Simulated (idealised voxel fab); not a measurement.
Process module name: voxel transistor to metal
The figure presents cross-section cut, which has a width of 195 nm and is divided into square cells with an edge length of 5 nm.
This document writes a cross-section as a grid whose cells are square, and gives it as bands, listed from the top down; one or more rows of cells form a band.
Each band's line starts with the height of the band's top and of its bottom, in nm. Then come its materials from left to right, each with its width in nm. One material with "full width" fills the band from edge to edge. "air" is empty space.
Convention: height 0 is the level below which the wafer, as received, is all one material. The lowest band does not terminate at the bottom but continues downward, represented as "0 nm and below".
Graded width ("30->40"): value in top row of band = first number; value in bottom row = second number; row-to-row change constant.
"left unchanged", as given for a step, is the statement that not any cell of the cross-section underwent a change during that step.
Heads up: "Enclosed void list" only lists the empty pockets with no open path to the top that are 8 cells or more, and it writes them as width x height at distance, distance from the left edge, in nm.
Step line, after settings: the simulator's comment on this step.
The "overlay nm" setting may appear on a step's line; for a step that uses a mask, it gives how far to the right of its planned position the mask lay, and a negative value indicates the left.

-- List of planned process steps
step 1: RECEIVE (material Si)
step 2: OXIDIZE (depth nm 5)
step 3: CONFORMAL_DEP (material SiN; thk nm 10)
step 4: MASKED_ETCH (tone cover; mask id ACTIVE; width nm 115; etch materials SiN; depth nm 10; overlay nm 0)
step 5: MASKED_ETCH (tone cover; mask id ACTIVE; width nm 115; etch materials SiO2; depth nm 5; overlay nm 0)
step 6: MASKED_ETCH (tone cover; mask id ACTIVE; width nm 115; etch materials Si; depth nm 35; overlay nm 0)
step 7: FILL_DEP (material SiO2; thk nm 10)
step 8: CMP (height nm 10)
step 9: SELECTIVE_ETCH (etch materials SiO2; depth nm 10)
step 10: STRIP (etch materials SiN)
step 11: SELECTIVE_ETCH (etch materials SiO2; depth nm 5)
step 12: OXIDIZE (depth nm 5)
step 13: DIRECTIONAL_DEP (material polySi; thk nm 30)
step 14: DIRECTIONAL_DEP (material SiCN; thk nm 15)
step 15: DIRECTIONAL_DEP (material aC; thk nm 10)
step 16: PATTERN (tone cover; mask id GATE; material resist; width nm 25; thk nm 30; overlay nm 0)
step 17: DIRECTIONAL_ETCH (etch materials aC; depth nm 10)
step 18: STRIP (etch materials resist)
step 19: DIRECTIONAL_ETCH (etch materials SiCN; depth nm 25)
step 20: DIRECTIONAL_ETCH (etch materials polySi; depth nm 40)
step 21: STRIP (etch materials aC)
step 22: CONFORMAL_DEP (material SiO2; thk nm 5)
step 23: DIRECTIONAL_ETCH (etch materials SiO2; depth nm 5)
step 24: CONFORMAL_DEP (material SiN; thk nm 5)
step 25: DIRECTIONAL_ETCH (etch materials SiN; depth nm 5)
step 26: DIRECTIONAL_ETCH (etch materials SiO2; depth nm 5)
step 27: EPI (material nSi; thk nm 5)
step 28: FILL_DEP (material SiO2; thk nm 10)
step 29: CMP (height nm 40)
step 30: DIRECTIONAL_DEP (material SiO2; thk nm 10)
step 31: PATTERN (tone open; mask id CONTACT; material resist; width nm 15; pitch nm 80; thk nm 15; overlay nm 0)
step 32: DIRECTIONAL_ETCH (etch materials SiO2; depth nm 55)
step 33: STRIP (etch materials resist)
step 34: CONFORMAL_DEP (material TiN; thk nm 5)
step 35: FILL_DEP (material Ru; thk nm 10)
step 36: CMP (height nm 50)
step 37: CONFORMAL_DEP (material SiN; thk nm 5)
step 38: DIRECTIONAL_DEP (material SiO2; thk nm 20)
step 39: DIRECTIONAL_DEP (material aC; thk nm 15)
step 40: PATTERN (tone open; mask id METAL_1; material resist; width nm 15; pitch nm 80; thk nm 35; overlay nm 0)
step 41: DIRECTIONAL_ETCH (etch materials aC; depth nm 15)
step 42: STRIP (etch materials resist)
step 43: DIRECTIONAL_ETCH (etch materials SiO2; depth nm 20)
step 44: DIRECTIONAL_ETCH (etch materials SiN; depth nm 5)
step 45: STRIP (etch materials aC)
step 46: CONFORMAL_DEP (material TiN; thk nm 5)
step 47: FILL_DEP (material Cu; thk nm 10)
step 48: CMP (height nm 75)
step 49: CONFORMAL_DEP (material SiCN; thk nm 5)
Don't read the plan's width nm for step 31 as applying to every wafer: that's the first wafer's value, and the wafers differ in it, though they all start identical.

-- Cross-sectional view of the first of several wafers in the as-received condition, corresponding to the state following step 1
> 0 nm and below | Si full width
> Enclosed void list: none

-- End of the module, past its last step, step 49: how the first of several wafers looks in cross-section
> 80 nm to 75 nm | SiCN full width
> 75 nm to 55 nm | SiO2=50, TiN=5, Cu=5, TiN=5, SiO2=65, TiN=5, Cu=5, TiN=5, SiO2=50
> 55 nm to 50 nm | SiN=50, TiN=15, SiN=65, TiN=15, SiN=50
> 50 nm to 40 nm | SiO2=50, TiN=5, Ru=5, TiN=5, SiO2=65, TiN=5, Ru=5, TiN=5, SiO2=50
> 40 nm to 25 nm | SiO2=50, TiN=5, Ru=5, TiN=5, SiO2=10, SiN=5, SiO2=5, SiCN=25, SiO2=5, SiN=5, SiO2=10, TiN=5, Ru=5, TiN=5, SiO2=50
> 25 nm to 0 nm | SiO2=50, TiN=5, Ru=5, TiN=5, SiO2=10, SiN=5, SiO2=5, polySi=25, SiO2=5, SiN=5, SiO2=10, TiN=5, Ru=5, TiN=5, SiO2=50
> 0 nm to -5 nm | SiO2=50, TiN=15, SiO2=10, SiN=5, SiO2=5, polySi=25, SiO2=5, SiN=5, SiO2=10, TiN=15, SiO2=50
> -5 nm to -10 nm | SiO2=35, nSi=40, SiO2=45, nSi=40, SiO2=35
> -10 nm to -40 nm | SiO2=40, Si=115, SiO2=40
> -40 nm and below | Si full width
> Enclosed void list: none

-- Last wafer of the set, cross-sectioned at end of module
> 80 nm to 75 nm | SiCN full width
> 75 nm to 55 nm | SiO2=50, TiN=5, Cu=5, TiN=5, SiO2=65, TiN=5, Cu=5, TiN=5, SiO2=50
> 55 nm to 50 nm | SiN=50, TiN=15, SiN=65, TiN=15, SiN=50
> 50 nm to 40 nm | SiO2=45, TiN=5, Ru=20, TiN=5, SiO2=50, TiN=5, Ru=20, TiN=5, SiO2=40
> 40 nm to 25 nm | SiO2=45, TiN=5, Ru=20, TiN=5, SiN=5, SiO2=5, SiCN=25, SiO2=5, SiN=5, SiO2=5, TiN=5, Ru=20, TiN=5, SiO2=40
> 25 nm to 0 nm | SiO2=45, TiN=5, Ru=20, TiN=5, SiN=5, SiO2=5, polySi=25, SiO2=5, SiN=5, SiO2=5, TiN=5, Ru=20, TiN=5, SiO2=40
> 0 nm to -5 nm | SiO2=45, TiN=30, SiN=5, SiO2=5, polySi=25, SiO2=5, SiN=5, SiO2=5, TiN=30, SiO2=40
> -5 nm to -10 nm | SiO2=35, nSi=40, SiO2=45, nSi=40, SiO2=35
> -10 nm to -40 nm | SiO2=40, Si=115, SiO2=40
> -40 nm and below | Si full width
> Enclosed void list: none

-- The rows of the table below are wafers. Looking at the end of the module, a row counts, for every material, the cells the wafer has gained, shown as (+), or lost, shown as (-), since it was received; its closed voids come next
width nm 15; +8 Cu; +20 Ru; -174 Si; +54 SiCN; +51 SiN; +551 SiO2; +68 TiN; +16 nSi; +30 polySi; Enclosed void list: none
width nm 20; +8 Cu; +40 Ru; -174 Si; +54 SiCN; +51 SiN; +529 SiO2; +70 TiN; +16 nSi; +30 polySi; Enclosed void list: none
width nm 25; +8 Cu; +60 Ru; -174 Si; +54 SiCN; +51 SiN; +507 SiO2; +72 TiN; +16 nSi; +30 polySi; Enclosed void list: none
width nm 30; +8 Cu; +80 Ru; -174 Si; +54 SiCN; +51 SiN; +485 SiO2; +74 TiN; +16 nSi; +30 polySi; Enclosed void list: none
